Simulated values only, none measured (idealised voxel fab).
You're looking at the process module voxel fin reveal.
Cross-section cut: width 225 nm, square cells of 5 nm.
We lay out every cross-section as a grid of square cells and spell it out in bands from the top down, where one band means one or more rows of cells.
Look at the band entry: it leads with the top's height and the bottom's height in nm. Then it lists the materials left to right, with a width in nm for each. The word "all across" on a single material says that material fills the band edge to edge. The word "air" is empty space.
Ref level 0: as-received wafer is one material below here. Bottom band extends down with no lower bound ("z 0 and below").
Read "30 to 40" as a graded width: first number on top, second number at the bottom, same change between each pair of neighbouring rows.
"nothing changed" (step): cross-section cells unchanged, all of them.
The entry "closed voids" lists the empty spaces that cover at least 8 cells and have no open path to the top. Each is written as width x height at distance, where the distance is measured from the left edge and all three values are in nm.
Heads up: the bit after the settings on a step's line is the simulator's remark on that step.
overlay nm: right-of-plan distance of the mask on a masked step; negative values mean left-of-plan.

THE FOLLOWING LIST GIVES THE PLANNED PROCESS STEPS
1. RECEIVE: material Si
2. CONFORMAL_DEP: material SiN, thk nm 5
3. MASKED_ETCH: tone cover, mask id FINS, width nm 15, pitch nm 35, etch materials SiN, depth nm 5, overlay nm 0
4. MASKED_ETCH: tone cover, mask id FINS, width nm 15, pitch nm 35, etch materials Si, depth nm 35, overlay nm 0
5. FILL_DEP: material SiO2, thk nm 5
6. CMP: height nm 5
7. SELECTIVE_ETCH: etch materials SiO2, depth nm 30
8. STRIP: etch materials SiN
9. CONFORMAL_DEP: material SiO2, thk nm 5

CROSS-SECTIONAL VIEW OF THE WAFER IN ITS AS-RECEIVED CONDITION, CORRESPONDING TO THE STATE AFTER STEP 1
> z 0 and below | Si all across
> closed voids: none

LOOK AT THE CROSS-SECTION AFTER THE MODULE: THE WAFER STARTED OUT THE WAY SHOWN ABOVE AND THE PLAN WAS THE ONE SHOWN ABOVE, YET ONE MISTAKE WAS MADE ALONG THE WAY
> z 5 to 0 | air=65 | SiN=25 | air=10 | SiN=25 | air=10 | SiN=25 | air=65
> z 0 to -20 | air=65 | SiN=5 | Si=15 | SiN=5 | air=10 | SiN=5 | Si=15 | SiN=5 | air=10 | SiN=5 | Si=15 | SiN=5 | air=65
> z -20 to -25 | SiN=70 | Si=15 | SiN=20 | Si=15 | SiN=20 | Si=15 | SiN=70
> z -25 to -35 | SiO2=70 | Si=15 | SiO2=20 | Si=15 | SiO2=20 | Si=15 | SiO2=70
> z -35 and below | Si all across
> closed voids: none
What was done differently from what was planned? step 9 off recipe, ran as CONFORMAL_DEP: material SiN, thk nm 5
